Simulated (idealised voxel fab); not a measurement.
voxel capacitor over wiring: a process module
Section cut is 240 nm wide and gridded with 5 nm square cells.
A cross-section in this document is a grid of square cells, and it is written down as bands, the top band listed before the ones below it; a band is made up of one or more rows of cells.
Each band's line starts with the height of the band's top and of its bottom, in nm. Then come its materials from left to right, each with its width in nm. One material with "everywhere" fills the band from edge to edge. "blank" is empty space.
Height datum 0, below which the as-received substrate wafer is one material. Lowest band open at the bottom, running downward: "0 -> down".
The two numbers in a width such as "30 to 40" mark its ends across the band: the first belongs to the top row of cells, the second to the bottom row, and from each row to the next the width moves by the same amount.
Step note "remained the same" = no cross-section cell changed.
Empty spaces without an open route to the top, at least 8 cells in extent, make up the entry "Sealed void list"; each is given as width x height at distance, where the distance is measured from the left edge, and all are in nm.
after a step's settings: what the simulator itself notes on the step
overlay nm: mask right of planned place by this much (step with mask). Neg. = left.

-- Process steps (planned)
1 op RECEIVE | material Si
2 op CONFORMAL_DEP | material SiO2 | thk nm 15
3 op DIRECTIONAL_DEP | material TiN | thk nm 5
4 op DIRECTIONAL_DEP | material W | thk nm 15
5 op MASKED_ETCH | tone cover | mask id METAL_1 | width nm 30 | pitch nm 90 | etch materials W | depth nm 15 | overlay nm 0
6 op MASKED_ETCH | tone cover | mask id METAL_1 | width nm 30 | pitch nm 90 | etch materials TiN | depth nm 5 | overlay nm 0
7 op FILL_DEP | material SiO2 | thk nm 5
8 op CMP | height nm 35
9 op CONFORMAL_DEP | material SiCN | thk nm 5
10 op DIRECTIONAL_DEP | material SiO2 | thk nm 20
11 op DIRECTIONAL_DEP | material aC | thk nm 10
12 op PATTERN | tone open | mask id PLUG_1 | material resist | width nm 15 | thk nm 30 | overlay nm 0
13 op DIRECTIONAL_ETCH | etch materials aC | depth nm 10
14 op STRIP | etch materials resist
15 op DIRECTIONAL_ETCH | etch materials SiO2 | depth nm 20
16 op DIRECTIONAL_ETCH | etch materials SiCN | depth nm 5
17 op STRIP | etch materials aC
18 op EPI | material Ru | thk nm 10
19 op EPI | material Ru | thk nm 10
20 op EPI | material Ru | thk nm 5
21 op DIRECTIONAL_DEP | material TiN | thk nm 5
22 op DIRECTIONAL_DEP | material SiN | thk nm 5
23 op DIRECTIONAL_DEP | material TiN | thk nm 5
24 op MASKED_ETCH | tone cover | mask id UPPER_PLATE | width nm 65 | etch materials TiN | depth nm 5 | overlay nm 0
25 op MASKED_ETCH | tone cover | mask id UPPER_PLATE | width nm 65 | etch materials SiN | depth nm 5 | overlay nm 0
26 op MASKED_ETCH | tone cover | mask id LOWER_PLATE | width nm 75 | etch materials TiN | depth nm 5 | overlay nm 0
27 op FILL_DEP | material SiO2 | thk nm 20
28 op CMP | height nm 90
29 op DIRECTIONAL_DEP | material aC | thk nm 10
30 op PATTERN | tone open | mask id PLUG_2 | material resist | width nm 15 | thk nm 30 | overlay nm 0
31 op DIRECTIONAL_ETCH | etch materials aC | depth nm 10
32 op STRIP | etch materials resist
33 op DIRECTIONAL_ETCH | etch materials SiO2 | depth nm 15
34 op STRIP | etch materials aC
35 op CONFORMAL_DEP | material TiN | thk nm 5
36 op FILL_DEP | material W | thk nm 5
37 op CMP | height nm 90
38 op CONFORMAL_DEP | material SiCN | thk nm 5

-- First of two wafers, processed according to plan

-- Here's what the wafer looked like in cross-section when it arrived - that's after step 1
    0 -> down: Si everywhere
    Sealed void list: none

-- Cross-section of the wafer after step 2
    15 -> 0: SiO2 everywhere
    Anything lower than 0 is untouched.

-- Cross-section of the wafer after step 3
    20 -> 15: TiN everywhere
    Anything lower than 15 is untouched.

-- Cross-section of the wafer after step 4
    35 -> 20: W everywhere
    Anything lower than 20 is untouched.

-- Cross-section of the wafer after step 5
    35 -> 20: blank=60, W=30, blank=60, W=30, blank=60
    Anything lower than 20 is untouched.

-- Cross-section of the wafer after step 6
    35 -> 20: blank=60, W=30, blank=60, W=30, blank=60
    20 -> 15: blank=60, TiN=30, blank=60, TiN=30, blank=60
    Anything lower than 15 is untouched.

-- Cross-section of the wafer after step 7
    40 -> 35: SiO2 everywhere
    35 -> 20: SiO2=60, W=30, SiO2=60, W=30, SiO2=60
    20 -> 15: SiO2=60, TiN=30, SiO2=60, TiN=30, SiO2=60
    Anything lower than 15 is untouched.

-- Cross-section of the wafer after step 8
    35 -> 20: SiO2=60, W=30, SiO2=60, W=30, SiO2=60
    Anything lower than 20 is untouched.

-- Cross-section of the wafer after step 9
    40 -> 35: SiCN everywhere
    Anything lower than 35 is untouched.

-- Cross-section of the wafer after step 10
    60 -> 40: SiO2 everywhere
    Anything lower than 40 is untouched.

-- Cross-section of the wafer after step 11
    70 -> 60: aC everywhere
    Anything lower than 60 is untouched.

-- Cross-section of the wafer after step 12
    100 -> 70: resist=75, blank=15, resist=150
    Anything lower than 70 is untouched.

-- Cross-section of the wafer after step 13
    90 -> 70: resist=75, blank=15, resist=150
    70 -> 60: aC=75, blank=15, aC=150
    Anything lower than 60 is untouched.

-- Cross-section of the wafer after step 14
    70 -> 60: aC=75, blank=15, aC=150
    Anything lower than 60 is untouched.

-- Cross-section of the wafer after step 15
    70 -> 60: aC=75, blank=15, aC=150
    60 -> 40: SiO2=75, blank=15, SiO2=150
    Anything lower than 40 is untouched.

-- Cross-section of the wafer after step 16
    70 -> 60: aC=75, blank=15, aC=150
    60 -> 40: SiO2=75, blank=15, SiO2=150
    40 -> 35: SiCN=75, blank=15, SiCN=150
    Anything lower than 35 is untouched.

-- Cross-section of the wafer after step 17
    60 -> 40: SiO2=75, blank=15, SiO2=150
    Anything lower than 40 is untouched.

-- Cross-section of the wafer after step 18
    60 -> 45: SiO2=75, blank=15, SiO2=150
    45 -> 40: SiO2=75, Ru=15, SiO2=150
    40 -> 35: SiCN=75, Ru=15, SiCN=150
    Anything lower than 35 is untouched.

-- Cross-section of the wafer after step 19
    60 -> 55: SiO2=75, blank=15, SiO2=150
    55 -> 40: SiO2=75, Ru=15, SiO2=150
    Anything lower than 40 is untouched.

-- Cross-section of the wafer after step 20
    60 -> 40: SiO2=75, Ru=15, SiO2=150
    Anything lower than 40 is untouched.

-- Cross-section of the wafer after step 21
    65 -> 60: TiN everywhere
    Anything lower than 60 is untouched.

-- Cross-section of the wafer after step 22
    70 -> 65: SiN everywhere
    Anything lower than 65 is untouched.

-- Cross-section of the wafer after step 23
    75 -> 70: TiN everywhere
    Anything lower than 70 is untouched.

-- Cross-section of the wafer after step 24
    75 -> 70: blank=75, TiN=65, blank=100
    Anything lower than 70 is untouched.

-- Cross-section of the wafer after step 25
    75 -> 70: blank=75, TiN=65, blank=100
    70 -> 65: blank=75, SiN=65, blank=100
    Anything lower than 65 is untouched.

-- Cross-section of the wafer after step 26
    75 -> 70: blank=75, TiN=65, blank=100
    70 -> 65: blank=75, SiN=65, blank=100
    65 -> 60: blank=70, TiN=75, blank=95
    Anything lower than 60 is untouched.

-- Cross-section of the wafer after step 27
    95 -> 75: SiO2 everywhere
    75 -> 70: SiO2=75, TiN=65, SiO2=100
    70 -> 65: SiO2=75, SiN=65, SiO2=100
    65 -> 60: SiO2=70, TiN=75, SiO2=95
    Anything lower than 60 is untouched.

-- Cross-section of the wafer after step 28
    90 -> 75: SiO2 everywhere
    Anything lower than 75 is untouched.

-- Cross-section of the wafer after step 29
    100 -> 90: aC everywhere
    Anything lower than 90 is untouched.

-- Cross-section of the wafer after step 30
    130 -> 100: resist=85, blank=15, resist=140
    Anything lower than 100 is untouched.

-- Cross-section of the wafer after step 31
    120 -> 100: resist=85, blank=15, resist=140
    100 -> 90: aC=85, blank=15, aC=140
    Anything lower than 90 is untouched.

-- Cross-section of the wafer after step 32
    100 -> 90: aC=85, blank=15, aC=140
    Anything lower than 90 is untouched.

-- Cross-section of the wafer after step 33
    100 -> 90: aC=85, blank=15, aC=140
    90 -> 75: SiO2=85, blank=15, SiO2=140
    Anything lower than 75 is untouched.

-- Cross-section of the wafer after step 34
    90 -> 75: SiO2=85, blank=15, SiO2=140
    Anything lower than 75 is untouched.

-- Cross-section of the wafer after step 35
    95 -> 90: TiN=90, blank=5, TiN=145
    90 -> 80: SiO2=85, TiN=5, blank=5, TiN=5, SiO2=140
    80 -> 70: SiO2=85 to 75, TiN=15 to 65, SiO2=140 to 100
    Anything lower than 70 is untouched.

-- Cross-section of the wafer after step 36
    100 -> 95: W everywhere
    95 -> 90: TiN=90, W=5, TiN=145
    90 -> 80: SiO2=85, TiN=5, W=5, TiN=5, SiO2=140
    Anything lower than 80 is untouched.

-- Cross-section of the wafer after step 37
    90 -> 80: SiO2=85, TiN=5, W=5, TiN=5, SiO2=140
    Anything lower than 80 is untouched.

-- Cross-section of the wafer after step 38
    95 -> 90: SiCN everywhere
    Anything lower than 90 is untouched.

-- Second wafer. Start and plan as for the first. One mistake made in running. Agrees with the first up to and including step 1

-- Cross-section of the second wafer at the time step 2 of the plan should have ended
    20 -> 0: SiO2 everywhere
    Anything lower than 0 is untouched.

-- Cross-section of the second wafer at the time step 3 of the plan should have ended
    25 -> 20: TiN everywhere
    Anything lower than 20 is untouched.

-- Cross-section of the second wafer at the time step 4 of the plan should have ended
    40 -> 25: W everywhere
    Anything lower than 25 is untouched.

-- Cross-section of the second wafer at the time step 5 of the plan should have ended
    40 -> 25: blank=60, W=30, blank=60, W=30, blank=60
    Anything lower than 25 is untouched.

-- Cross-section of the second wafer at the time step 6 of the plan should have ended
    40 -> 25: blank=60, W=30, blank=60, W=30, blank=60
    25 -> 20: blank=60, TiN=30, blank=60, TiN=30, blank=60
    Anything lower than 20 is untouched.

-- Cross-section of the second wafer at the time step 7 of the plan should have ended
    45 -> 40: SiO2 everywhere
    40 -> 25: SiO2=60, W=30, SiO2=60, W=30, SiO2=60
    25 -> 20: SiO2=60, TiN=30, SiO2=60, TiN=30, SiO2=60
    Anything lower than 20 is untouched.

-- Cross-section of the second wafer at the time step 8 of the plan should have ended
    35 -> 25: SiO2=60, W=30, SiO2=60, W=30, SiO2=60
    Anything lower than 25 is untouched.

-- Cross-section of the second wafer at the time step 9 of the plan should have ended
    40 -> 35: SiCN everywhere
    Anything lower than 35 is untouched.

-- Cross-section of the second wafer at the time step 10 of the plan should have ended
    60 -> 40: SiO2 everywhere
    Anything lower than 40 is untouched.

-- Cross-section of the second wafer at the time step 11 of the plan should have ended
    70 -> 60: aC everywhere
    Anything lower than 60 is untouched.

-- Cross-section of the second wafer at the time step 12 of the plan should have ended
    100 -> 70: resist=75, blank=15, resist=150
    Anything lower than 70 is untouched.

-- Cross-section of the second wafer at the time step 13 of the plan should have ended
    90 -> 70: resist=75, blank=15, resist=150
    70 -> 60: aC=75, blank=15, aC=150
    Anything lower than 60 is untouched.

-- Cross-section of the second wafer at the time step 14 of the plan should have ended
    70 -> 60: aC=75, blank=15, aC=150
    Anything lower than 60 is untouched.

-- Cross-section of the second wafer at the time step 15 of the plan should have ended
    70 -> 60: aC=75, blank=15, aC=150
    60 -> 40: SiO2=75, blank=15, SiO2=150
    Anything lower than 40 is untouched.

-- Cross-section of the second wafer at the time step 16 of the plan should have ended
    70 -> 60: aC=75, blank=15, aC=150
    60 -> 40: SiO2=75, blank=15, SiO2=150
    40 -> 35: SiCN=75, blank=15, SiCN=150
    Anything lower than 35 is untouched.

-- Cross-section of the second wafer at the time step 17 of the plan should have ended
    60 -> 40: SiO2=75, blank=15, SiO2=150
    Anything lower than 40 is untouched.

-- Cross-section of the second wafer at the time step 18 of the plan should have ended
    60 -> 45: SiO2=75, blank=15, SiO2=150
    45 -> 40: SiO2=75, Ru=15, SiO2=150
    40 -> 35: SiCN=75, Ru=15, SiCN=150
    Anything lower than 35 is untouched.

-- Cross-section of the second wafer at the time step 19 of the plan should have ended
    60 -> 55: SiO2=75, blank=15, SiO2=150
    55 -> 40: SiO2=75, Ru=15, SiO2=150
    Anything lower than 40 is untouched.

-- Cross-section of the second wafer at the time step 20 of the plan should have ended
    60 -> 40: SiO2=75, Ru=15, SiO2=150
    Anything lower than 40 is untouched.

-- Cross-section of the second wafer at the time step 21 of the plan should have ended
    65 -> 60: TiN everywhere
    Anything lower than 60 is untouched.

-- Cross-section of the second wafer at the time step 22 of the plan should have ended
    70 -> 65: SiN everywhere
    Anything lower than 65 is untouched.

-- Cross-section of the second wafer at the time step 23 of the plan should have ended
    75 -> 70: TiN everywhere
    Anything lower than 70 is untouched.

-- Cross-section of the second wafer at the time step 24 of the plan should have ended
    75 -> 70: blank=75, TiN=65, blank=100
    Anything lower than 70 is untouched.

-- Cross-section of the second wafer at the time step 25 of the plan should have ended
    75 -> 70: blank=75, TiN=65, blank=100
    70 -> 65: blank=75, SiN=65, blank=100
    Anything lower than 65 is untouched.

-- Cross-section of the second wafer at the time step 26 of the plan should have ended
    75 -> 70: blank=75, TiN=65, blank=100
    70 -> 65: blank=75, SiN=65, blank=100
    65 -> 60: blank=70, TiN=75, blank=95
    Anything lower than 60 is untouched.

-- Cross-section of the second wafer at the time step 27 of the plan should have ended
    95 -> 75: SiO2 everywhere
    75 -> 70: SiO2=75, TiN=65, SiO2=100
    70 -> 65: SiO2=75, SiN=65, SiO2=100
    65 -> 60: SiO2=70, TiN=75, SiO2=95
    Anything lower than 60 is untouched.

-- Cross-section of the second wafer at the time step 28 of the plan should have ended
    90 -> 75: SiO2 everywhere
    Anything lower than 75 is untouched.

-- Cross-section of the second wafer at the time step 29 of the plan should have ended
    100 -> 90: aC everywhere
    Anything lower than 90 is untouched.

-- Cross-section of the second wafer at the time step 30 of the plan should have ended
    130 -> 100: resist=85, blank=15, resist=140
    Anything lower than 100 is untouched.

-- Cross-section of the second wafer at the time step 31 of the plan should have ended
    120 -> 100: resist=85, blank=15, resist=140
    100 -> 90: aC=85, blank=15, aC=140
    Anything lower than 90 is untouched.

-- Cross-section of the second wafer at the time step 32 of the plan should have ended
    100 -> 90: aC=85, blank=15, aC=140
    Anything lower than 90 is untouched.

-- Cross-section of the second wafer at the time step 33 of the plan should have ended
    100 -> 90: aC=85, blank=15, aC=140
    90 -> 75: SiO2=85, blank=15, SiO2=140
    Anything lower than 75 is untouched.

-- Cross-section of the second wafer at the time step 34 of the plan should have ended
    90 -> 75: SiO2=85, blank=15, SiO2=140
    Anything lower than 75 is untouched.

-- Cross-section of the second wafer at the time step 35 of the plan should have ended
    95 -> 90: TiN=90, blank=5, TiN=145
    90 -> 80: SiO2=85, TiN=5, blank=5, TiN=5, SiO2=140
    80 -> 70: SiO2=85 to 75, TiN=15 to 65, SiO2=140 to 100
    Anything lower than 70 is untouched.

-- Cross-section of the second wafer at the time step 36 of the plan should have ended
    100 -> 95: W everywhere
    95 -> 90: TiN=90, W=5, TiN=145
    90 -> 80: SiO2=85, TiN=5, W=5, TiN=5, SiO2=140
    Anything lower than 80 is untouched.

-- Cross-section of the second wafer at the time step 37 of the plan should have ended
    90 -> 80: SiO2=85, TiN=5, W=5, TiN=5, SiO2=140
    Anything lower than 80 is untouched.

-- Cross-section of the second wafer at the time step 38 of the plan should have ended
    95 -> 90: SiCN everywhere
    Anything lower than 90 is untouched.
Heads up, the wafer didn't run the way we planned it: step 2 ran differently from the plan; actual operation with settings: op CONFORMAL_DEP | material SiO2 | thk nm 20
End of process, cell counts, second wafer against first, materials with more or fewer: SiO2 +12 | W -12
